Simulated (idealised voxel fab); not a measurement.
Herein follows the process module entitled voxel local oxidation.
We display cut, a cross-section 210 nm in width whose square cells are each 5 nm.
Reading order for cross-sections: top band down to bottom band. Underlying form: a grid of square cells. Band size: one or more rows of cells.
Quick guide to a band line: top height, bottom height (nm) up front; then every material left to right with its width in nm. Only one material and it's marked "throughout"? Then it fills the band edge to edge. And "air" just means empty space.
The reference from which all heights are counted is 0, the level beneath which the as-received wafer is entirely one material; the lowest band, having no lower bound, proceeds downward and is written after the example "0 down".
The width entry "30..40" should be interpreted row by row: the top row of cells in the band takes the first number, the bottom row takes the second number, and the change between adjacent rows is uniform throughout.
Key: "changes: none" - step with no changed cell in the cross-section.
"Enclosed cavity list" contains a list of empty spaces, each no smaller than 8 cells and without an open way to the top, written in the form width x height at distance with the distance from the left edge and all three in nm.
Past the settings on a step's line: simulator remark, on that step.
The optional step-line setting "overlay nm" applies to steps with a mask and quantifies how far to the right of its planned location the mask lay, a negative value indicating leftward placement.

### Process steps (planned)
| 1 | RECEIVE [material Si] |
| 2 | OXIDIZE [depth nm 5] |
| 3 | CONFORMAL_DEP [material SiN] [thk nm 10] |
| 4 | DIRECTIONAL_DEP [material aC] [thk nm 5] |
| 5 | PATTERN [tone cover] [mask id ACTIVE] [material resist] [width nm 90] [thk nm 30] [overlay nm 0] |
| 6 | DIRECTIONAL_ETCH [etch materials aC] [depth nm 15] |
| 7 | STRIP [etch materials resist] |
| 8 | DIRECTIONAL_ETCH [etch materials SiN] [depth nm 10] |
| 9 | STRIP [etch materials aC] |
| 10 | SELECTIVE_ETCH [etch materials SiO2] [depth nm 5] |
| 11 | OXIDIZE [depth nm 15] |
| 12 | STRIP [etch materials SiN] |
varied across the wafers: thk nm of step 4. The plan shows the first wafer's value. All wafers start alike

### Received wafers, first of several: cross-section after step 1
* 0 down = Si throughout
* Enclosed cavity list: none

### After the module's final step, step 12: the first of several wafers in cross-section
* 0 to -5 = air (65), SiO2 (80), air (65)
* -5 to -20 = SiO2 (80), Si (50), SiO2 (80)
* -20 down = Si throughout
* Enclosed cavity list: none

### Sectional view of the last wafer upon completion of the module
* 0 to -5 = SiO2 throughout
* -5 down = Si throughout
* Enclosed cavity list: none

### Below is a per-wafer table. In it, each row describes the wafer at the end of the module by giving, for each material, the number of cells gained (+) or lost (-) since the wafer was received, and after that the closed voids of the wafer
thk nm 5 | -138 Si | +112 SiO2 | Enclosed cavity list: none
thk nm 10 | -138 Si | +112 SiO2 | Enclosed cavity list: none
thk nm 15 | -138 Si | +112 SiO2 | Enclosed cavity list: none
thk nm 20 | -42 Si | +42 SiO2 | Enclosed cavity list: none
thk nm 25 | -42 Si | +42 SiO2 | Enclosed cavity list: none
thk nm 30 | -42 Si | +42 SiO2 | Enclosed cavity list: none
